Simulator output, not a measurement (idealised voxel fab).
process module | voxel ribs on slabs
cross-section cut | 300 nm wide | cells 5 nm
A cross-section is a grid of square cells, given in bands from the top down. A band is one or more rows of cells.
Each band's line starts with the height of the band's top and of its bottom, in nm. Then come its materials from left to right, each with its width in nm. One material with "throughout" fills the band from edge to edge. "air" is empty space.
Height 0 is the level under which the wafer as received is all one material. The lowest band goes on downwards, as in "0 down".
A width such as "30 to 40" changes by the same amount from each row of cells to the next, from the band's top row to its bottom row.
"no change" after a step means that no cell of the cross-section changed.
closed voids: empty space of 8 cells or more with no open way to the top, each as width x height at its distance from the left edge, in nm
after a step's settings: what the simulator itself notes on the step
overlay nm, on a step with a mask: how far to the right of its planned place the mask lay; to the left if negative
plan
1 op RECEIVE | material Si
2 op DIRECTIONAL_DEP | material SiO2 | thk nm 30
3 op DIRECTIONAL_DEP | material SiN | thk nm 25
4 op MASKED_ETCH | tone cover | mask id RIB | width nm 20 | etch materials SiN | depth nm 20 | overlay nm 0
5 op MASKED_ETCH | tone cover | mask id SLAB | width nm 60 | etch materials SiN | depth nm 5 | overlay nm 0
6 op FILL_DEP | material SiO2 | thk nm 25
7 op CMP | height nm 75
8 op DIRECTIONAL_DEP | material W | thk nm 5
9 op MASKED_ETCH | tone cover | mask id HEATER | width nm 30 | etch materials W | depth nm 5 | overlay nm 0
10 op CONFORMAL_DEP | material SiO2 | thk nm 5
as received, after step 1
  0 down: Si throughout
  closed voids: none
a wafer at the end: this start, this plan, one mistake
  85 to 80: air 130 | SiO2 40 | air 130
  80 to 75: SiO2 135 | W 30 | SiO2 135
  75 to 65: SiO2 throughout
  65 to 45: SiO2 140 | SiN 20 | SiO2 140
  45 to 40: SiO2 120 | SiN 60 | SiO2 120
  40 to 0: SiO2 throughout
  0 down: Si throughout
  closed voids: none
what went wrong: step 2 ran as: op DIRECTIONAL_DEP | material SiO2 | thk nm 40
